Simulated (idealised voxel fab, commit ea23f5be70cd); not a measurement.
process module | voxel transistor to metal
cross-section cut | 195 nm wide | cells 5 nm
A cross-section is a grid of square cells, given in bands from the top down. A band is one or more rows of cells.
Each band's line starts with the height of the band's top and of its bottom, in nm. Then come its materials from left to right, each with its width in nm. One material with "throughout" fills the band from edge to edge. "air" is empty space.
Height 0 is the level under which the wafer as received is all one material. The lowest band goes on downwards, as in "0 down".
A width such as "30 to 40" changes by the same amount from each row of cells to the next, from the band's top row to its bottom row.
"no change" after a step means that no cell of the cross-section changed.
closed voids: empty space of 8 cells or more with no open way to the top, each as width x height at its distance from the left edge, in nm
after a step's settings: what the simulator itself notes on the step
overlay nm, on a step with a mask: how far to the right of its planned place the mask lay; to the left if negative
plan
1 op RECEIVE | material Si
2 op CONFORMAL_DEP | material SiO2 | thk nm 5
3 op CONFORMAL_DEP | material SiN | thk nm 10
4 op PATTERN | tone cover | mask id ACTIVE | material resist | width nm 125 | thk nm 15 | overlay nm 0
5 op DIRECTIONAL_ETCH | etch materials SiN | depth nm 10
6 op DIRECTIONAL_ETCH | etch materials SiO2 | depth nm 5
7 op DIRECTIONAL_ETCH | etch materials Si | depth nm 20
8 op STRIP | etch materials resist
9 op OXIDIZE | depth nm 5
10 op FILL_DEP | material SiO2 | thk nm 5
11 op CMP | height nm 15
12 op SELECTIVE_ETCH | etch materials SiO2 | depth nm 10
13 op STRIP | etch materials SiN
14 op SELECTIVE_ETCH | etch materials SiO2 | depth nm 5
15 op OXIDIZE | depth nm 5
16 op DIRECTIONAL_DEP | material polySi | thk nm 30
17 op DIRECTIONAL_DEP | material SiCN | thk nm 15
18 op PATTERN | tone cover | mask id GATE | material resist | width nm 35 | thk nm 15 | overlay nm 0
19 op DIRECTIONAL_ETCH | etch materials SiCN | depth nm 25
20 op DIRECTIONAL_ETCH | etch materials polySi | depth nm 40
21 op STRIP | etch materials resist
22 op CONFORMAL_DEP | material SiO2 | thk nm 5
23 op DIRECTIONAL_ETCH | etch materials SiO2 | depth nm 5
24 op CONFORMAL_DEP | material SiN | thk nm 5
25 op DIRECTIONAL_ETCH | etch materials SiN | depth nm 5
26 op DIRECTIONAL_ETCH | etch materials SiO2 | depth nm 5
27 op DIRECTIONAL_ETCH | etch materials Si | depth nm 15
28 op EPI | material SiGe | thk nm 20
29 op FILL_DEP | material SiO2 | thk nm 5
30 op CMP | height nm 30
31 op STRIP | etch materials polySi
32 op SELECTIVE_ETCH | etch materials SiO2 | depth nm 5
33 op CONFORMAL_DEP | material HfO2 | thk nm 5
34 op CONFORMAL_DEP | material TiN | thk nm 5
35 op FILL_DEP | material W | thk nm 10
36 op CMP | height nm 25
37 op DIRECTIONAL_DEP | material SiO2 | thk nm 10
38 op DIRECTIONAL_DEP | material aC | thk nm 15
39 op PATTERN | tone open | mask id CONTACT | material resist | width nm 15 | pitch nm 90 | thk nm 30 | overlay nm 0
40 op DIRECTIONAL_ETCH | etch materials aC | depth nm 15
41 op STRIP | etch materials resist
42 op DIRECTIONAL_ETCH | etch materials SiO2 | depth nm 35
43 op STRIP | etch materials aC
44 op CONFORMAL_DEP | material TiN | thk nm 5
45 op FILL_DEP | material Ru | thk nm 5
46 op CMP | height nm 35
47 op DIRECTIONAL_DEP | material TiN | thk nm 5
48 op DIRECTIONAL_DEP | material W | thk nm 15
49 op PATTERN | tone cover | mask id METAL_1 | material resist | width nm 15 | pitch nm 90 | thk nm 15 | overlay nm 0
50 op DIRECTIONAL_ETCH | etch materials W | depth nm 15
51 op DIRECTIONAL_ETCH | etch materials TiN | depth nm 5
52 op STRIP | etch materials resist
53 op FILL_DEP | material lowk | thk nm 10
54 op CMP | height nm 55
55 op CONFORMAL_DEP | material SiN | thk nm 5
as received, after step 1
  0 down: Si throughout
  closed voids: none
first wafer at the end, as planned
  60 to 55: SiN throughout
  55 to 40: lowk 45 | W 15 | lowk 75 | W 15 | lowk 45
  40 to 35: lowk 45 | TiN 15 | lowk 75 | TiN 15 | lowk 45
  35 to 25: SiO2 45 | TiN 5 | Ru 5 | TiN 5 | SiO2 75 | TiN 5 | Ru 5 | TiN 5 | SiO2 45
  25 to 20: SiO2 45 | TiN 5 | Ru 5 | TiN 5 | SiO2 10 | SiN 5 | HfO2 5 | TiN 5 | W 25 | TiN 5 | HfO2 5 | SiN 5 | SiO2 10 | TiN 5 | Ru 5 | TiN 5 | SiO2 45
  20 to 15: SiO2 45 | TiN 15 | SiO2 10 | SiN 5 | HfO2 5 | TiN 5 | W 25 | TiN 5 | HfO2 5 | SiN 5 | SiO2 10 | TiN 15 | SiO2 45
  15 to 5: SiO2 45 | TiN 5 | SiGe 20 | SiN 5 | HfO2 5 | TiN 5 | W 25 | TiN 5 | HfO2 5 | SiN 5 | SiGe 20 | TiN 5 | SiO2 45
  5 to 0: SiO2 45 | TiN 5 | SiGe 20 | SiN 5 | HfO2 5 | TiN 35 | HfO2 5 | SiN 5 | SiGe 20 | TiN 5 | SiO2 45
  0 to -5: SiO2 35 | SiGe 35 | SiO2 5 | HfO2 45 | SiO2 5 | SiGe 35 | SiO2 35
  -5 to -20: SiO2 40 | SiGe 30 | Si 55 | SiGe 30 | SiO2 40
  -20 to -25: SiO2 40 | Si 115 | SiO2 40
  -25 down: Si throughout
  closed voids: none
second wafer at the end: like start, like plan, one mistake
  60 to 55: SiN throughout
  55 to 40: lowk 45 | W 15 | lowk 75 | W 15 | lowk 45
  40 to 35: lowk 45 | TiN 15 | lowk 75 | TiN 15 | lowk 45
  35 to 25: SiO2 45 | TiN 5 | Ru 5 | TiN 5 | SiO2 75 | TiN 5 | Ru 5 | TiN 5 | SiO2 45
  25 to 20: SiO2 45 | TiN 5 | Ru 5 | TiN 5 | SiO2 10 | SiN 5 | HfO2 5 | TiN 5 | W 25 | TiN 5 | HfO2 5 | SiN 5 | SiO2 10 | TiN 5 | Ru 5 | TiN 5 | SiO2 45
  20 to 15: SiO2 45 | TiN 15 | SiO2 10 | SiN 5 | HfO2 5 | TiN 5 | W 25 | TiN 5 | HfO2 5 | SiN 5 | SiO2 10 | TiN 15 | SiO2 45
  15 to 5: SiO2 45 | TiN 5 | SiGe 20 | SiN 5 | HfO2 5 | TiN 5 | W 25 | TiN 5 | HfO2 5 | SiN 5 | SiGe 20 | TiN 5 | SiO2 45
  5 to 0: SiO2 45 | TiN 5 | SiGe 20 | SiN 5 | HfO2 5 | TiN 35 | HfO2 5 | SiN 5 | SiGe 20 | TiN 5 | SiO2 45
  0 to -5: SiO2 40 | SiGe 30 | SiO2 5 | HfO2 45 | SiO2 5 | SiGe 40 | SiO2 30
  -5 to -20: SiO2 45 | SiGe 25 | Si 55 | SiGe 35 | SiO2 35
  -20 to -25: SiO2 45 | Si 115 | SiO2 35
  -25 down: Si throughout
  closed voids: none
what went wrong: step 4 ran as: op PATTERN | tone cover | mask id ACTIVE | material resist | width nm 125 | thk nm 15 | overlay nm 5
at the end the second wafer has, in cells: as many of each material as the first, in other places
